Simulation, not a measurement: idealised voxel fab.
process module | voxel released beams
cross-section cut | 285 nm wide | cells 5 nm
A cross-section is a grid of square cells, given in bands from the top down. A band is one or more rows of cells.
Each band's line starts with the height of the band's top and of its bottom, in nm. Then come its materials from left to right, each with its width in nm. One material with "throughout" fills the band from edge to edge. "air" is empty space.
Height 0 is the level under which the wafer as received is all one material. The lowest band goes on downwards, as in "0 down".
A width such as "30 to 40" changes by the same amount from each row of cells to the next, from the band's top row to its bottom row.
"no change" after a step means that no cell of the cross-section changed.
closed voids: empty space of 8 cells or more with no open way to the top, each as width x height at its distance from the left edge, in nm
after a step's settings: what the simulator itself notes on the step
overlay nm, on a step with a mask: how far to the right of its planned place the mask lay; to the left if negative
plan
1 op RECEIVE | material Si
2 op CONFORMAL_DEP | material SiN | thk nm 5
3 op DIRECTIONAL_DEP | material SiO2 | thk nm 10
4 op PATTERN | tone open | mask id ANCHOR | material resist | width nm 35 | thk nm 15 | overlay nm 0
5 op DIRECTIONAL_ETCH | etch materials SiO2 | depth nm 10
6 op STRIP | etch materials resist
7 op CONFORMAL_DEP | material polySi | thk nm 15
8 op DIRECTIONAL_DEP | material aC | thk nm 10
9 op PATTERN | tone cover | mask id BEAM | material resist | width nm 115 | thk nm 25 | overlay nm 0
10 op DIRECTIONAL_ETCH | etch materials aC | depth nm 10
11 op STRIP | etch materials resist
12 op DIRECTIONAL_ETCH | etch materials polySi | depth nm 15
13 op STRIP | etch materials aC
14 op STRIP | etch materials SiO2
as received, after step 1
  0 down: Si throughout
  closed voids: none
first wafer at the end, as planned
  30 to 20: air 80 | polySi 20 | air 5 | polySi 90 | air 90
  20 to 15: air 80 | polySi 115 | air 90
  15 to 5: air 85 | polySi 35 | air 165
  5 to 0: SiN throughout
  0 down: Si throughout
  closed voids: none
second wafer at the end: like start, like plan, one mistake
  30 to 20: air 75 | polySi 25 | air 5 | polySi 95 | air 85
  20 to 15: air 75 | polySi 125 | air 85
  15 to 5: air 85 | polySi 35 | air 165
  5 to 0: SiN throughout
  0 down: Si throughout
  closed voids: none
what went wrong: step 9 ran as: op PATTERN | tone cover | mask id BEAM | material resist | width nm 125 | thk nm 25 | overlay nm 0
at the end the second wafer has, in cells: 6 more of polySi
